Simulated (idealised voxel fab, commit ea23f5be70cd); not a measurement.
process module | voxel ribs on slabs
cross-section cut | 200 nm wide | cells 5 nm
A cross-section is a grid of square cells, given in bands from the top down. A band is one or more rows of cells.
Each band's line starts with the height of the band's top and of its bottom, in nm. Then come its materials from left to right, each with its width in nm. One material with "throughout" fills the band from edge to edge. "air" is empty space.
Height 0 is the level under which the wafer as received is all one material. The lowest band goes on downwards, as in "0 down".
A width such as "30 to 40" changes by the same amount from each row of cells to the next, from the band's top row to its bottom row.
"no change" after a step means that no cell of the cross-section changed.
closed voids: empty space of 8 cells or more with no open way to the top, each as width x height at its distance from the left edge, in nm
after a step's settings: what the simulator itself notes on the step
overlay nm, on a step with a mask: how far to the right of its planned place the mask lay; to the left if negative
plan
1 op RECEIVE | material Si
2 op DIRECTIONAL_DEP | material SiO2 | thk nm 20
3 op DIRECTIONAL_DEP | material SiN | thk nm 20
4 op DIRECTIONAL_DEP | material aC | thk nm 10
5 op PATTERN | tone cover | mask id RIB | material resist | width nm 20 | thk nm 25 | overlay nm 0
6 op DIRECTIONAL_ETCH | etch materials aC | depth nm 10
7 op STRIP | etch materials resist
8 op DIRECTIONAL_ETCH | etch materials SiN | depth nm 10
9 op STRIP | etch materials aC
10 op DIRECTIONAL_DEP | material aC | thk nm 15
11 op PATTERN | tone cover | mask id SLAB | material resist | width nm 50 | thk nm 30 | overlay nm 0
12 op DIRECTIONAL_ETCH | etch materials aC | depth nm 15
13 op STRIP | etch materials resist
14 op DIRECTIONAL_ETCH | etch materials SiN | depth nm 10
15 op STRIP | etch materials aC
16 op FILL_DEP | material SiO2 | thk nm 30
17 op CMP | height nm 60
18 op DIRECTIONAL_DEP | material TiN | thk nm 5
19 op MASKED_ETCH | tone cover | mask id HEATER | width nm 30 | etch materials TiN | depth nm 5 | overlay nm 0
20 op CONFORMAL_DEP | material SiN | thk nm 5
first wafer, as planned
as received, after step 1
  0 down: Si throughout
  closed voids: none
after step 2
  20 to 0: SiO2 throughout
  below 0: unchanged
after step 3
  40 to 20: SiN throughout
  below 20: unchanged
after step 4
  50 to 40: aC throughout
  below 40: unchanged
after step 5
  75 to 50: air 90 | resist 20 | air 90
  below 50: unchanged
after step 6
  65 to 50: air 90 | resist 20 | air 90
  50 to 40: air 90 | aC 20 | air 90
  below 40: unchanged
after step 7
  50 to 40: air 90 | aC 20 | air 90
  below 40: unchanged
after step 8
  50 to 40: air 90 | aC 20 | air 90
  40 to 30: air 90 | SiN 20 | air 90
  below 30: unchanged
after step 9
  40 to 30: air 90 | SiN 20 | air 90
  below 30: unchanged
after step 10
  55 to 45: air 90 | aC 20 | air 90
  45 to 40: aC throughout
  40 to 30: aC 90 | SiN 20 | aC 90
  below 30: unchanged
after step 11
  85 to 55: air 75 | resist 50 | air 75
  55 to 45: air 75 | resist 15 | aC 20 | resist 15 | air 75
  below 45: unchanged
after step 12
  70 to 55: air 75 | resist 50 | air 75
  55 to 45: air 75 | resist 15 | aC 20 | resist 15 | air 75
  45 to 40: air 75 | aC 50 | air 75
  40 to 30: air 75 | aC 15 | SiN 20 | aC 15 | air 75
  below 30: unchanged
after step 13
  55 to 45: air 90 | aC 20 | air 90
  below 45: unchanged
after step 14
  55 to 45: air 90 | aC 20 | air 90
  45 to 40: air 75 | aC 50 | air 75
  40 to 30: air 75 | aC 15 | SiN 20 | aC 15 | air 75
  30 to 20: air 75 | SiN 50 | air 75
  below 20: unchanged
after step 15
  40 to 30: air 90 | SiN 20 | air 90
  below 30: unchanged
after step 16
  70 to 40: SiO2 throughout
  40 to 30: SiO2 90 | SiN 20 | SiO2 90
  30 to 20: SiO2 75 | SiN 50 | SiO2 75
  below 20: unchanged
after step 17
  60 to 40: SiO2 throughout
  below 40: unchanged
after step 18
  65 to 60: TiN throughout
  below 60: unchanged
after step 19
  65 to 60: air 85 | TiN 30 | air 85
  below 60: unchanged
after step 20
  70 to 65: air 80 | SiN 40 | air 80
  65 to 60: SiN 85 | TiN 30 | SiN 85
  below 60: unchanged
second wafer: like start, like plan, one mistake. Through step 19 it matches the first wafer
when step 20 should have ended: no change
what went wrong: step 20 was left out
at the end the second wafer has, in cells: 42 fewer of SiN
